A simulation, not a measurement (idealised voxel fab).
process module | voxel gate over fins
cross-section cut | 235 nm wide | cells 5 nm
A cross-section is a grid of square cells, given in bands from the top down. A band is one or more rows of cells.
Each band's line starts with the height of the band's top and of its bottom, in nm. Then come its materials from left to right, each with its width in nm. One material with "throughout" fills the band from edge to edge. "air" is empty space.
Height 0 is the level under which the wafer as received is all one material. The lowest band goes on downwards, as in "0 down".
A width such as "30 to 40" changes by the same amount from each row of cells to the next, from the band's top row to its bottom row.
"no change" after a step means that no cell of the cross-section changed.
closed voids: empty space of 8 cells or more with no open way to the top, each as width x height at its distance from the left edge, in nm
after a step's settings: what the simulator itself notes on the step
overlay nm, on a step with a mask: how far to the right of its planned place the mask lay; to the left if negative
plan
1 op RECEIVE | material Si
2 op CONFORMAL_DEP | material SiN | thk nm 10
3 op MASKED_ETCH | tone cover | mask id FINS | width nm 15 | pitch nm 35 | etch materials SiN | depth nm 10 | overlay nm 0
4 op MASKED_ETCH | tone cover | mask id FINS | width nm 15 | pitch nm 35 | etch materials Si | depth nm 35 | overlay nm 0
5 op FILL_DEP | material SiO2 | thk nm 15
6 op CMP | height nm 10
7 op SELECTIVE_ETCH | etch materials SiO2 | depth nm 20
8 op STRIP | etch materials SiN
9 op CONFORMAL_DEP | material HfO2 | thk nm 5
10 op CONFORMAL_DEP | material TiN | thk nm 5
11 op FILL_DEP | material W | thk nm 15
12 op CMP | height nm 20
13 op CONFORMAL_DEP | material SiCN | thk nm 5
as received, after step 1
  0 down: Si throughout
  closed voids: none
a wafer at the end: this start, this plan, one mistake
  25 to 20: SiCN throughout
  20 to 15: TiN throughout
  15 to 5: HfO2 95 | TiN 5 | HfO2 30 | TiN 5 | HfO2 100
  5 to 0: HfO2 throughout
  0 to -35: HfO2 90 | Si 15 | HfO2 20 | Si 15 | HfO2 95
  -35 down: Si throughout
  closed voids: none
what went wrong: step 5 ran as: op FILL_DEP | material HfO2 | thk nm 15
